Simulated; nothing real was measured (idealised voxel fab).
process module | voxel spacer lines
cross-section cut | 260 nm wide | cells 5 nm
A cross-section is a grid of square cells, given in bands from the top down. A band is one or more rows of cells.
Each band's line starts with the height of the band's top and of its bottom, in nm. Then come its materials from left to right, each with its width in nm. One material with "throughout" fills the band from edge to edge. "air" is empty space.
Height 0 is the level under which the wafer as received is all one material. The lowest band goes on downwards, as in "0 down".
A width such as "30 to 40" changes by the same amount from each row of cells to the next, from the band's top row to its bottom row.
"no change" after a step means that no cell of the cross-section changed.
closed voids: empty space of 8 cells or more with no open way to the top, each as width x height at its distance from the left edge, in nm
after a step's settings: what the simulator itself notes on the step
overlay nm, on a step with a mask: how far to the right of its planned place the mask lay; to the left if negative
plan
1 op RECEIVE | material Si
2 op CONFORMAL_DEP | material Al2O3 | thk nm 5
3 op DIRECTIONAL_DEP | material SiN | thk nm 15
4 op DIRECTIONAL_DEP | material aC | thk nm 25
5 op PATTERN | tone cover | mask id MANDREL | material resist | width nm 20 | pitch nm 60 | thk nm 35 | overlay nm 0
6 op DIRECTIONAL_ETCH | etch materials aC | depth nm 25
7 op STRIP | etch materials resist
8 op CONFORMAL_DEP | material SiO2 | thk nm 10
9 op DIRECTIONAL_ETCH | etch materials SiO2 | depth nm 10
10 op STRIP | etch materials aC
11 op DIRECTIONAL_ETCH | etch materials SiN | depth nm 15
12 op STRIP | etch materials SiO2
as received, after step 1
  0 down: Si throughout
  closed voids: none
a wafer at the end: this start, this plan, one mistake
  20 to 5: air 70 | SiN 10 | air 20 | SiN 10 | air 20 | SiN 10 | air 20 | SiN 10 | air 90
  5 to 0: Al2O3 throughout
  0 down: Si throughout
  closed voids: none
what went wrong: step 5 ran as: op PATTERN | tone cover | mask id MANDREL | material resist | width nm 20 | pitch nm 60 | thk nm 35 | overlay nm -10
